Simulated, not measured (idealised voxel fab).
The process module presented herein is designated voxel wiring stack.
The cross-section shown here is cut; it is 165 nm wide and divided into square cells measuring 5 nm on a side.
If you're reading a cross-section in this doc, picture square cells in a grid; it comes to you as bands, top ones listed first down to the bottom, and a band can be one or more rows of cells.
Heights first: top, then bottom, in nm. Then materials, left to right, each with a width in nm. "throughout" on a single material: fills the band edge to edge. "air": empty space.
All heights in this document are referenced to 0, defined as the level beneath which the wafer, as received, consists entirely of one material. The lowest band is not bounded below; it extends indefinitely downward and is written in the form "top 0, no bottom".
You'd read "30 to 40" like this: the band's top row of cells is as wide as the first number, its bottom row is as wide as the second, and going down, every row changes width by the same amount as the row before did.
When a step is marked "nothing different", none of the cells in the cross-section changed during that step.
Each empty space that has no open way to the top and spans at least 8 cells appears under "Fully sealed voids" as width x height at distance, the distance counted from the left edge, all in nm.
That trailing text on a step's line, after the settings, is the simulator's own remark on the step.
"overlay nm", when on a step's line for a step with a mask, measures how far to the right of its planned place the mask lay; a negative measure means to the left.

These are the steps we planned for the process:
| 1 | RECEIVE | material Si |
| 2 | CONFORMAL_DEP | material SiO2 | thk nm 15 |
| 3 | DIRECTIONAL_DEP | material TiN | thk nm 5 |
| 4 | DIRECTIONAL_DEP | material W | thk nm 20 |
| 5 | DIRECTIONAL_DEP | material aC | thk nm 10 |
| 6 | PATTERN | tone cover | mask id METAL_1 | material resist | width nm 30 | pitch nm 45 | thk nm 30 | overlay nm 0 |
| 7 | DIRECTIONAL_ETCH | etch materials aC | depth nm 10 |
| 8 | STRIP | etch materials resist |
| 9 | DIRECTIONAL_ETCH | etch materials W | depth nm 20 |
| 10 | DIRECTIONAL_ETCH | etch materials TiN | depth nm 5 |
| 11 | STRIP | etch materials aC |
| 12 | CONFORMAL_DEP | material SiN | thk nm 5 |
| 13 | FILL_DEP | material lowk | thk nm 5 |
| 14 | CMP | height nm 40 |
| 15 | CONFORMAL_DEP | material SiCN | thk nm 5 |
| 16 | DIRECTIONAL_DEP | material SiO2 | thk nm 20 |
| 17 | DIRECTIONAL_DEP | material aC | thk nm 10 |
| 18 | PATTERN | tone open | mask id PLUG_1 | material resist | width nm 15 | pitch nm 90 | thk nm 25 | overlay nm 0 |
| 19 | DIRECTIONAL_ETCH | etch materials aC | depth nm 10 |
| 20 | STRIP | etch materials resist |
| 21 | DIRECTIONAL_ETCH | etch materials SiO2 | depth nm 20 |
| 22 | DIRECTIONAL_ETCH | etch materials SiCN | depth nm 5 |
| 23 | STRIP | etch materials aC |
| 24 | EPI | material Ru | thk nm 10 |
| 25 | EPI | material Ru | thk nm 10 |
| 26 | EPI | material Ru | thk nm 5 |
| 27 | DIRECTIONAL_DEP | material TiN | thk nm 5 |
| 28 | DIRECTIONAL_DEP | material W | thk nm 25 |
| 29 | DIRECTIONAL_DEP | material aC | thk nm 10 |
| 30 | PATTERN | tone cover | mask id METAL_2 | material resist | width nm 30 | pitch nm 45 | thk nm 30 | overlay nm 0 |
| 31 | DIRECTIONAL_ETCH | etch materials aC | depth nm 10 |
| 32 | STRIP | etch materials resist |
| 33 | DIRECTIONAL_ETCH | etch materials W | depth nm 25 |
| 34 | DIRECTIONAL_ETCH | etch materials TiN | depth nm 5 |
| 35 | STRIP | etch materials aC |
| 36 | CONFORMAL_DEP | material SiN | thk nm 5 |
| 37 | FILL_DEP | material lowk | thk nm 5 |
| 38 | CMP | height nm 95 |
| 39 | CONFORMAL_DEP | material SiCN | thk nm 5 |
| 40 | DIRECTIONAL_DEP | material lowk | thk nm 10 |
| 41 | MASKED_ETCH | tone open | mask id PLUG_2 | width nm 15 | pitch nm 90 | etch materials lowk | depth nm 10 | overlay nm 0 |
| 42 | MASKED_ETCH | tone open | mask id PLUG_2 | width nm 15 | pitch nm 90 | etch materials SiCN | depth nm 5 | overlay nm 0 |
| 43 | EPI | material Ru | thk nm 10 |
| 44 | EPI | material Ru | thk nm 5 |
| 45 | DIRECTIONAL_DEP | material TiN | thk nm 5 |
| 46 | DIRECTIONAL_DEP | material W | thk nm 15 |
| 47 | MASKED_ETCH | tone cover | mask id METAL_3 | width nm 30 | pitch nm 45 | etch materials W | depth nm 15 | overlay nm 0 |
| 48 | MASKED_ETCH | tone cover | mask id METAL_3 | width nm 30 | pitch nm 45 | etch materials TiN | depth nm 5 | overlay nm 0 |
| 49 | FILL_DEP | material SiO2 | thk nm 10 |
| 50 | CMP | height nm 130 |
| 51 | CONFORMAL_DEP | material SiCN | thk nm 5 |
| 52 | DIRECTIONAL_DEP | material lowk | thk nm 10 |
| 53 | PATTERN | tone open | mask id PLUG_3 | material resist | width nm 15 | pitch nm 45 | thk nm 20 | overlay nm 0 |
| 54 | DIRECTIONAL_ETCH | etch materials lowk | depth nm 10 |
| 55 | DIRECTIONAL_ETCH | etch materials SiCN | depth nm 5 |
| 56 | STRIP | etch materials resist |
| 57 | CONFORMAL_DEP | material TiN | thk nm 5 |
| 58 | FILL_DEP | material Cu | thk nm 5 |
| 59 | CMP | height nm 145 |
| 60 | DIRECTIONAL_DEP | material TiN | thk nm 5 |
| 61 | DIRECTIONAL_DEP | material W | thk nm 20 |
| 62 | MASKED_ETCH | tone cover | mask id METAL_4 | width nm 30 | pitch nm 45 | etch materials W | depth nm 20 | overlay nm 0 |
| 63 | MASKED_ETCH | tone cover | mask id METAL_4 | width nm 30 | pitch nm 45 | etch materials TiN | depth nm 5 | overlay nm 0 |
| 64 | CONFORMAL_DEP | material SiCN | thk nm 5 |
| 65 | FILL_DEP | material SiO2 | thk nm 10 |
| 66 | CMP | height nm 170 |
| 67 | CONFORMAL_DEP | material SiCN | thk nm 5 |

Incoming wafer in cross-section (state: after step 1):
  top 0, no bottom: Si throughout
  Fully sealed voids: none

Starting wafer: above. Plan: above. Run: one mistake. Cross-section after the module: below:
  top 175, bottom 170: SiCN throughout
  top 170, bottom 150: SiO2 15 nm, SiCN 5 nm, W 30 nm, SiCN 5 nm, SiO2 5 nm, SiCN 5 nm, W 30 nm, SiCN 5 nm, SiO2 5 nm, SiCN 5 nm, W 30 nm, SiCN 5 nm, SiO2 20 nm
  top 150, bottom 145: SiCN 20 nm, TiN 30 nm, SiCN 15 nm, TiN 30 nm, SiCN 15 nm, TiN 30 nm, SiCN 25 nm
  top 145, bottom 135: lowk 20 nm, TiN 5 nm, Cu 5 nm, TiN 5 nm, lowk 30 nm, TiN 5 nm, Cu 5 nm, TiN 5 nm, lowk 30 nm, TiN 5 nm, Cu 5 nm, TiN 5 nm, lowk 40 nm
  top 135, bottom 130: SiCN 20 nm, TiN 15 nm, SiCN 30 nm, TiN 15 nm, SiCN 30 nm, TiN 15 nm, SiCN 40 nm
  top 130, bottom 115: SiO2 35 nm, W 15 nm, SiO2 15 nm, W 30 nm, SiO2 30 nm, W 15 nm, SiO2 25 nm
  top 115, bottom 110: SiO2 20 nm, W 15 nm, TiN 15 nm, SiO2 15 nm, TiN 30 nm, SiO2 15 nm, W 15 nm, TiN 15 nm, SiO2 25 nm
  top 110, bottom 100: lowk 20 nm, W 15 nm, lowk 75 nm, W 15 nm, lowk 40 nm
  top 100, bottom 95: SiCN 20 nm, TiN 15 nm, SiCN 75 nm, TiN 15 nm, SiCN 40 nm
  top 95, bottom 70: SiO2 throughout
  top 70, bottom 65: TiN throughout
  top 65, bottom 45: SiO2 20 nm, Ru 15 nm, SiO2 75 nm, Ru 15 nm, SiO2 40 nm
  top 45, bottom 40: SiCN 20 nm, Ru 15 nm, SiCN 75 nm, Ru 15 nm, SiCN 40 nm
  top 40, bottom 20: lowk 15 nm, SiN 5 nm, W 30 nm, SiN 5 nm, lowk 5 nm, SiN 5 nm, W 30 nm, SiN 5 nm, lowk 5 nm, SiN 5 nm, W 30 nm, SiN 5 nm, lowk 20 nm
  top 20, bottom 15: SiN 20 nm, TiN 30 nm, SiN 15 nm, TiN 30 nm, SiN 15 nm, TiN 30 nm, SiN 25 nm
  top 15, bottom 0: SiO2 throughout
  top 0, no bottom: Si throughout
  Fully sealed voids: none
What was done differently from what was planned? step 28 deviated from plan and actually ran as DIRECTIONAL_DEP | material SiO2 | thk nm 25
